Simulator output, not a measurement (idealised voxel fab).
Process module name: voxel trench capacitor
Pictured: cross-section cut, 290 nm wide, on a grid of 5 nm square cells.
A cross-section is a grid of square cells, given in bands from the top down. A band is one or more rows of cells.
First you get the band's top height and its bottom height, in nm, and then the materials it's made of, left to right, with each width in nm. If you see a single material with "all across", that one covers the band edge to edge. "blank" is empty space.
The level at which height equals 0 is the one under which the wafer, as it arrives, is entirely one material. No lower edge exists for the bottom band, which continues downward and is notated as in "0 -> down".
Width spec "30 to 40" -> top row of cells at first value, bottom row at second value, equal per-row change in between.
Given "remained unchanged" for a step, no cell of the cross-section differs between before and after that step.
If an empty space has no open way to the top and is at least 8 cells in size, "Unvented cavities" lists it, written width x height at distance, where distance is measured from the left edge and every value is in nm.
That trailing text on a step's line, after the settings, is the simulator's own remark on the step.
A step line may carry the setting "overlay nm", which, for steps involving a mask, states the distance by which the mask lay to the right of its intended position; negative values denote displacement to the left.
**Process steps (planned)**
1) RECEIVE [material Si]
2) CONFORMAL_DEP [material SiN] [thk nm 5]
3) DIRECTIONAL_DEP [material aC] [thk nm 10]
4) PATTERN [tone open] [mask id TRENCH] [material resist] [width nm 30] [pitch nm 55] [thk nm 25] [overlay nm 0]
5) DIRECTIONAL_ETCH [etch materials aC] [depth nm 10]
6) STRIP [etch materials resist]
7) DIRECTIONAL_ETCH [etch materials SiN] [depth nm 5]
8) DIRECTIONAL_ETCH [etch materials Si] [depth nm 40]
9) STRIP [etch materials aC]
10) CONFORMAL_DEP [material HfO2] [thk nm 5]
11) CONFORMAL_DEP [material TiN] [thk nm 5]
12) FILL_DEP [material W] [thk nm 5]
13) CMP [height nm 5]
**As-received state of the wafer in cross-section, equivalent to post-step 1**
  0 -> down  Si all across
  Unvented cavities: none
**Starting wafer: above. Plan: above. Run: one mistake. Cross-section after the module: below**
  5 -> 0  40 nm SiN; 5 nm HfO2; 5 nm TiN; 20 nm W; 5 nm TiN; 5 nm HfO2; 15 nm SiN; 5 nm HfO2; 5 nm TiN; 20 nm W; 5 nm TiN; 5 nm HfO2; 15 nm SiN; 5 nm HfO2; 5 nm TiN; 20 nm W; 5 nm TiN; 5 nm HfO2; 15 nm SiN; 5 nm HfO2; 5 nm TiN; 20 nm W; 5 nm TiN; 5 nm HfO2; 45 nm SiN
  0 -> -30  40 nm Si; 5 nm HfO2; 5 nm TiN; 20 nm W; 5 nm TiN; 5 nm HfO2; 15 nm Si; 5 nm HfO2; 5 nm TiN; 20 nm W; 5 nm TiN; 5 nm HfO2; 15 nm Si; 5 nm HfO2; 5 nm TiN; 20 nm W; 5 nm TiN; 5 nm HfO2; 15 nm Si; 5 nm HfO2; 5 nm TiN; 20 nm W; 5 nm TiN; 5 nm HfO2; 45 nm Si
  -30 -> -35  40 nm Si; 5 nm HfO2; 30 nm TiN; 5 nm HfO2; 15 nm Si; 5 nm HfO2; 30 nm TiN; 5 nm HfO2; 15 nm Si; 5 nm HfO2; 30 nm TiN; 5 nm HfO2; 15 nm Si; 5 nm HfO2; 30 nm TiN; 5 nm HfO2; 45 nm Si
  -35 -> -40  40 nm Si; 40 nm HfO2; 15 nm Si; 40 nm HfO2; 15 nm Si; 40 nm HfO2; 15 nm Si; 40 nm HfO2; 45 nm Si
  -40 -> down  Si all across
  Unvented cavities: none
Nonconformance to the process plan: step 4, actual vs plan mismatch, actual run PATTERN [tone open] [mask id TRENCH] [material resist] [width nm 40] [pitch nm 55] [thk nm 25] [overlay nm 0]
